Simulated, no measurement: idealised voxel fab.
process module | voxel double patterning
cross-section cut | 180 nm wide | cells 5 nm
A cross-section is a grid of square cells, given in bands from the top down. A band is one or more rows of cells.
Each band's line starts with the height of the band's top and of its bottom, in nm. Then come its materials from left to right, each with its width in nm. One material with "throughout" fills the band from edge to edge. "air" is empty space.
Height 0 is the level under which the wafer as received is all one material. The lowest band goes on downwards, as in "0 down".
A width such as "30 to 40" changes by the same amount from each row of cells to the next, from the band's top row to its bottom row.
"no change" after a step means that no cell of the cross-section changed.
closed voids: empty space of 8 cells or more with no open way to the top, each as width x height at its distance from the left edge, in nm
after a step's settings: what the simulator itself notes on the step
overlay nm, on a step with a mask: how far to the right of its planned place the mask lay; to the left if negative
plan
1 op RECEIVE | material Si
2 op CONFORMAL_DEP | material SiO2 | thk nm 10
3 op DIRECTIONAL_DEP | material polySi | thk nm 10
4 op DIRECTIONAL_DEP | material SiN | thk nm 10
5 op MASKED_ETCH | tone open | mask id FIRST | width nm 15 | pitch nm 50 | etch materials SiN | depth nm 10 | overlay nm 0
6 op DIRECTIONAL_DEP | material aC | thk nm 15
7 op PATTERN | tone open | mask id SECOND | material resist | width nm 15 | thk nm 35 | overlay nm 0
8 op DIRECTIONAL_ETCH | etch materials aC | depth nm 15
9 op STRIP | etch materials resist
10 op DIRECTIONAL_ETCH | etch materials SiN | depth nm 10
11 op STRIP | etch materials aC
12 op DIRECTIONAL_ETCH | etch materials polySi | depth nm 10
13 op STRIP | etch materials SiN
as received, after step 1
  0 down: Si throughout
  closed voids: none
a wafer at the end: this start, this plan, one mistake
  25 to 15: polySi 55 | air 15 | polySi 10 | air 15 | polySi 10 | air 15 | polySi 60
  15 to 10: polySi throughout
  10 to 0: SiO2 throughout
  0 down: Si throughout
  closed voids: none
what went wrong: step 3 ran as: op DIRECTIONAL_DEP | material polySi | thk nm 15
